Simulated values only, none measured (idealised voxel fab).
Documented hereafter: the process module known as voxel transistor to metal.
Each square cell in cross-section cut measures 5 nm, and the section as a whole is 215 nm wide.
Just so we're on the same page, the cross-sections are grids of square cells, and they're listed out in bands top to bottom, each band one or more rows deep.
A band entry consists of two parts. The first gives the height of the band's top and the height of its bottom, in nm. The rest lists the band's materials from left to right, each with its width in nm. A single material labelled with the word "everywhere" fills the band from edge to edge, and the word "empty" marks empty space.
Where do heights start? At 0: under that level the wafer as delivered is made of one material only. And the lowest band has no floor; it just carries on downward, as in "0 and below".
The notation "30..40" denotes a width that varies across the rows of cells in the band, beginning at the first number in the top row, finishing at the second number in the bottom row, and changing by an identical amount from each row to the next.
Where the words "remains unaltered" appear for a step, the cross-section shows no cell changed by that step; every cell remained as before.
"Enclosed cavity list": empty spaces of 8 cells or more with no open way to the top, each given as width x height at distance, distance from the left edge, all in nm.
Text after the settings on a step's line: the simulator's own remark on that step.
"overlay nm", when on a step's line for a step with a mask, measures how far to the right of its planned place the mask lay; a negative measure means to the left.
PLANNED STEP LIST FOR THE PROCESS
1 RECEIVE, material Si
2 CONFORMAL_DEP, material SiO2, thk nm 5
3 CONFORMAL_DEP, material SiN, thk nm 10
4 DIRECTIONAL_DEP, material aC, thk nm 15
5 PATTERN, tone cover, mask id ACTIVE, material resist, width nm 115, thk nm 30, overlay nm 0
6 DIRECTIONAL_ETCH, etch materials aC, depth nm 15
7 STRIP, etch materials resist
8 DIRECTIONAL_ETCH, etch materials SiN, depth nm 10
9 DIRECTIONAL_ETCH, etch materials SiO2, depth nm 5
10 DIRECTIONAL_ETCH, etch materials Si, depth nm 30
11 STRIP, etch materials aC
12 FILL_DEP, material SiO2, thk nm 10
13 CMP, height nm 15
14 SELECTIVE_ETCH, etch materials SiO2, depth nm 5
15 STRIP, etch materials SiN
16 SELECTIVE_ETCH, etch materials SiO2, depth nm 5
17 OXIDIZE, depth nm 5
18 DIRECTIONAL_DEP, material polySi, thk nm 30
19 DIRECTIONAL_DEP, material SiCN, thk nm 15
20 MASKED_ETCH, tone cover, mask id GATE, width nm 35, etch materials SiCN, depth nm 25, overlay nm 0
21 MASKED_ETCH, tone cover, mask id GATE, width nm 35, etch materials polySi, depth nm 40, overlay nm 0
22 CONFORMAL_DEP, material SiO2, thk nm 5
23 DIRECTIONAL_ETCH, etch materials SiO2, depth nm 5
24 CONFORMAL_DEP, material SiN, thk nm 5
25 DIRECTIONAL_ETCH, etch materials SiN, depth nm 5
26 DIRECTIONAL_ETCH, etch materials SiO2, depth nm 5
27 DIRECTIONAL_ETCH, etch materials Si, depth nm 15
28 EPI, material pSi, thk nm 20
29 FILL_DEP, material SiO2, thk nm 5
30 CMP, height nm 30
31 STRIP, etch materials polySi
32 SELECTIVE_ETCH, etch materials SiO2, depth nm 5
33 CONFORMAL_DEP, material HfO2, thk nm 5
34 CONFORMAL_DEP, material TiN, thk nm 5
35 FILL_DEP, material W, thk nm 5
36 CMP, height nm 25
37 DIRECTIONAL_DEP, material SiO2, thk nm 10
38 MASKED_ETCH, tone open, mask id CONTACT, width nm 20, pitch nm 85, etch materials SiO2, depth nm 20, overlay nm 0
39 CONFORMAL_DEP, material TiN, thk nm 5
40 FILL_DEP, material W, thk nm 5
41 CMP, height nm 35
42 DIRECTIONAL_DEP, material TiN, thk nm 5
43 DIRECTIONAL_DEP, material W, thk nm 15
44 MASKED_ETCH, tone cover, mask id METAL_1, width nm 20, pitch nm 85, etch materials W, depth nm 15, overlay nm 0
45 MASKED_ETCH, tone cover, mask id METAL_1, width nm 20, pitch nm 85, etch materials TiN, depth nm 5, overlay nm 0
46 FILL_DEP, material SiO2, thk nm 5
47 CMP, height nm 55
48 CONFORMAL_DEP, material SiN, thk nm 5
INCOMING WAFER IN CROSS-SECTION (STATE: AFTER STEP 1)
    0 and below = Si everywhere
    Enclosed cavity list: none
THE CROSS-SECTION SHOWN CORRESPONDS TO THE WAFER AT THE CONCLUSION OF THE MODULE. THE INITIAL STRUCTURE AND THE PROCESS PLAN ARE THOSE PRESENTED ABOVE; HOWEVER, ONE MISTAKE OCCURRED IN EXECUTING THE PLAN
    60 down to 55 = SiN everywhere
    55 down to 40 = SiO2 55 nm, W 20 nm, SiO2 65 nm, W 20 nm, SiO2 55 nm
    40 down to 35 = SiO2 55 nm, TiN 20 nm, SiO2 65 nm, TiN 20 nm, SiO2 55 nm
    35 down to 30 = SiO2 55 nm, TiN 5 nm, W 10 nm, TiN 5 nm, SiO2 65 nm, TiN 5 nm, W 10 nm, TiN 5 nm, SiO2 55 nm
    30 down to 25 = SiO2 55 nm, TiN 20 nm, SiO2 65 nm, TiN 20 nm, SiO2 55 nm
    25 down to 5 = SiO2 35 nm, pSi 45 nm, SiN 5 nm, HfO2 5 nm, TiN 5 nm, W 25 nm, TiN 5 nm, HfO2 5 nm, SiN 5 nm, pSi 45 nm, SiO2 35 nm
    5 down to 0 = SiO2 35 nm, pSi 15 nm, SiN 5 nm, pSi 25 nm, SiN 5 nm, HfO2 5 nm, TiN 35 nm, HfO2 5 nm, SiN 5 nm, pSi 25 nm, SiN 5 nm, pSi 15 nm, SiO2 35 nm
    0 down to -5 = SiO2 55 nm, pSi 25 nm, SiO2 5 nm, HfO2 45 nm, SiO2 5 nm, pSi 25 nm, SiO2 55 nm
    -5 down to -20 = SiO2 50 nm, Si 5 nm, pSi 25 nm, Si 55 nm, pSi 25 nm, Si 5 nm, SiO2 50 nm
    -20 down to -30 = SiO2 50 nm, Si 115 nm, SiO2 50 nm
    -30 and below = Si everywhere
    Enclosed cavity list: none
Here's what went sideways: so step 28 ended up running with a different setting than we planned, it ran as EPI, material pSi, thk nm 30
